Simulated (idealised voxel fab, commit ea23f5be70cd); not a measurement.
Process module under the name voxel tone inversion
Section shown: cut. Width: 210 nm. Cell size: 5 nm, square.
Heads up, the way a cross-section reads in here is a grid of square cells, handed over as bands from the top down, with every band being one or more rows of cells. Per band: top height and bottom height in nm, followed by the left-to-right materials and their widths in nm; "full width" marks a single material spanning edge to edge, "empty" marks empty space. Convention: height 0 is the level below which the wafer, as received, is all one material. The lowest band does not terminate at the bottom but continues downward, represented as "0 down". Width spec "30 to 40" -> top row of cells at first value, bottom row at second value, equal per-row change in between. Any step labelled "nothing altered" changed none of the cells in the cross-section. Closed empty spaces (no open way to the top) of 8 cells or more are what "Enclosed internal voids" lists, each as width x height at distance from the left edge, nm for all three. Formally, on a step line, whatever follows the settings is a remark that the simulator itself makes on the step. Among the settings permitted on a step's line is "overlay nm"; applied to a step with a mask, it specifies the extent to which the mask lay to the right of its planned position, whereas a negative figure signifies a position to the left.

# Process steps - plan
step 1: RECEIVE (material Si)
step 2: CONFORMAL_DEP (material SiN; thk nm 10)
step 3: DIRECTIONAL_DEP (material aC; thk nm 25)
step 4: PATTERN (tone cover; mask id POSTS; material resist; width nm 20; pitch nm 40; thk nm 30; overlay nm 0)
step 5: DIRECTIONAL_ETCH (etch materials aC; depth nm 25)
step 6: STRIP (etch materials resist)
step 7: FILL_DEP (material lowk; thk nm 10)
step 8: CMP (height nm 35)
step 9: STRIP (etch materials aC)
step 10: CONFORMAL_DEP (material TiN; thk nm 5)
step 11: FILL_DEP (material W; thk nm 5)
step 12: CMP (height nm 35)
step 13: CONFORMAL_DEP (material SiCN; thk nm 5)

# The following pertains to the first of two wafers, which was processed as planned

# So this is the incoming wafer in cross-section - it's already been through step 1
0 down  Si full width
Enclosed internal voids: none

# After step 2, in cross-section
10 to 0  SiN full width
Heights below 0 show no change.

# After step 3, in cross-section
35 to 10  aC full width
Heights below 10 show no change.

# After step 4, in cross-section
65 to 35  75 empty | 20 resist | 20 empty | 20 resist | 75 empty
Heights below 35 show no change.

# After step 5, in cross-section
40 to 35  75 empty | 20 resist | 20 empty | 20 resist | 75 empty
35 to 10  75 empty | 20 aC | 20 empty | 20 aC | 75 empty
Heights below 10 show no change.

# After step 6, in cross-section
35 to 10  75 empty | 20 aC | 20 empty | 20 aC | 75 empty
Heights below 10 show no change.

# After step 7, in cross-section
45 to 35  lowk full width
35 to 10  75 lowk | 20 aC | 20 lowk | 20 aC | 75 lowk
Heights below 10 show no change.

# After step 8, in cross-section
35 to 10  75 lowk | 20 aC | 20 lowk | 20 aC | 75 lowk
Heights below 10 show no change.

# After step 9, in cross-section
35 to 10  75 lowk | 20 empty | 20 lowk | 20 empty | 75 lowk
Heights below 10 show no change.

# After step 10, in cross-section
40 to 35  80 TiN | 10 empty | 30 TiN | 10 empty | 80 TiN
35 to 15  75 lowk | 5 TiN | 10 empty | 5 TiN | 20 lowk | 5 TiN | 10 empty | 5 TiN | 75 lowk
15 to 10  75 lowk | 20 TiN | 20 lowk | 20 TiN | 75 lowk
Heights below 10 show no change.

# After step 11, in cross-section
45 to 40  W full width
40 to 35  80 TiN | 10 W | 30 TiN | 10 W | 80 TiN
35 to 15  75 lowk | 5 TiN | 10 W | 5 TiN | 20 lowk | 5 TiN | 10 W | 5 TiN | 75 lowk
Heights below 15 show no change.

# After step 12, in cross-section
35 to 15  75 lowk | 5 TiN | 10 W | 5 TiN | 20 lowk | 5 TiN | 10 W | 5 TiN | 75 lowk
Heights below 15 show no change.

# After step 13, in cross-section
40 to 35  SiCN full width
Heights below 35 show no change.

# Wafer two. Identical start, identical plan. One mistake in execution. Identical history through step 7

# The second wafer cut through, at the time step 8 was supposed to be finished
35 to 10  75 lowk | 20 aC | 20 lowk | 20 aC | 75 lowk
Heights below 10 show no change.

# The second wafer cut through, at the time step 9 was supposed to be finished
35 to 10  75 lowk | 20 empty | 20 lowk | 20 empty | 75 lowk
Heights below 10 show no change.

# The second wafer cut through, at the time step 10 was supposed to be finished
40 to 35  80 TiN | 10 empty | 30 TiN | 10 empty | 80 TiN
35 to 15  75 lowk | 5 TiN | 10 empty | 5 TiN | 20 lowk | 5 TiN | 10 empty | 5 TiN | 75 lowk
15 to 10  75 lowk | 20 TiN | 20 lowk | 20 TiN | 75 lowk
Heights below 10 show no change.

# The second wafer cut through, at the time step 11 was supposed to be finished
45 to 40  W full width
40 to 35  80 TiN | 10 W | 30 TiN | 10 W | 80 TiN
35 to 15  75 lowk | 5 TiN | 10 W | 5 TiN | 20 lowk | 5 TiN | 10 W | 5 TiN | 75 lowk
Heights below 15 show no change.

# The second wafer cut through, at the time step 12 was supposed to be finished
35 to 15  75 lowk | 5 TiN | 10 W | 5 TiN | 20 lowk | 5 TiN | 10 W | 5 TiN | 75 lowk
Heights below 15 show no change.

# The second wafer cut through, at the time step 13 was supposed to be finished
40 to 35  SiCN full width
Heights below 35 show no change.
Run error: step 8 of the plan saw execution twice
Since the two wafers finish with cross-sections that are the same, nothing this model computes is changed by the mistake.
